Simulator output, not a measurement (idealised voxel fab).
process module | voxel ribs on slabs
cross-section cut | 185 nm wide | cells 5 nm
A cross-section is a grid of square cells, given in bands from the top down. A band is one or more rows of cells.
Each band's line starts with the height of the band's top and of its bottom, in nm. Then come its materials from left to right, each with its width in nm. One material with "throughout" fills the band from edge to edge. "air" is empty space.
Height 0 is the level under which the wafer as received is all one material. The lowest band goes on downwards, as in "0 down".
A width such as "30 to 40" changes by the same amount from each row of cells to the next, from the band's top row to its bottom row.
"no change" after a step means that no cell of the cross-section changed.
closed voids: empty space of 8 cells or more with no open way to the top, each as width x height at its distance from the left edge, in nm
after a step's settings: what the simulator itself notes on the step
overlay nm, on a step with a mask: how far to the right of its planned place the mask lay; to the left if negative
plan
1 op RECEIVE | material Si
2 op DIRECTIONAL_DEP | material SiO2 | thk nm 20
3 op DIRECTIONAL_DEP | material SiN | thk nm 15
4 op PATTERN | tone cover | mask id RIB | material resist | width nm 15 | thk nm 20 | overlay nm 0
5 op DIRECTIONAL_ETCH | etch materials SiN | depth nm 5
6 op STRIP | etch materials resist
7 op DIRECTIONAL_DEP | material aC | thk nm 10
8 op PATTERN | tone cover | mask id SLAB | material resist | width nm 65 | thk nm 30 | overlay nm 0
9 op DIRECTIONAL_ETCH | etch materials aC | depth nm 10
10 op STRIP | etch materials resist
11 op DIRECTIONAL_ETCH | etch materials SiN | depth nm 10
12 op STRIP | etch materials aC
13 op FILL_DEP | material SiO2 | thk nm 20
14 op CMP | height nm 50
15 op DIRECTIONAL_DEP | material TiN | thk nm 5
16 op DIRECTIONAL_DEP | material aC | thk nm 15
17 op PATTERN | tone cover | mask id HEATER | material resist | width nm 25 | thk nm 30 | overlay nm 0
18 op DIRECTIONAL_ETCH | etch materials aC | depth nm 15
19 op STRIP | etch materials resist
20 op DIRECTIONAL_ETCH | etch materials TiN | depth nm 5
21 op STRIP | etch materials aC
22 op CONFORMAL_DEP | material SiO2 | thk nm 5
as received, after step 1
  0 down: Si throughout
  closed voids: none
first wafer at the end, as planned
  60 to 55: air 75 | SiO2 35 | air 75
  55 to 50: SiO2 80 | TiN 25 | SiO2 80
  50 to 35: SiO2 throughout
  35 to 30: SiO2 85 | SiN 15 | SiO2 85
  30 to 20: SiO2 60 | SiN 65 | SiO2 60
  20 to 0: SiO2 throughout
  0 down: Si throughout
  closed voids: none
second wafer at the end: like start, like plan, one mistake
  55 to 50: air 75 | SiO2 35 | air 75
  50 to 45: SiO2 80 | TiN 25 | SiO2 80
  45 to 35: SiO2 throughout
  35 to 30: SiO2 85 | SiN 15 | SiO2 85
  30 to 20: SiO2 60 | SiN 65 | SiO2 60
  20 to 0: SiO2 throughout
  0 down: Si throughout
  closed voids: none
what went wrong: step 14 ran as: op CMP | height nm 45
at the end the second wafer has, in cells: 37 fewer of SiO2
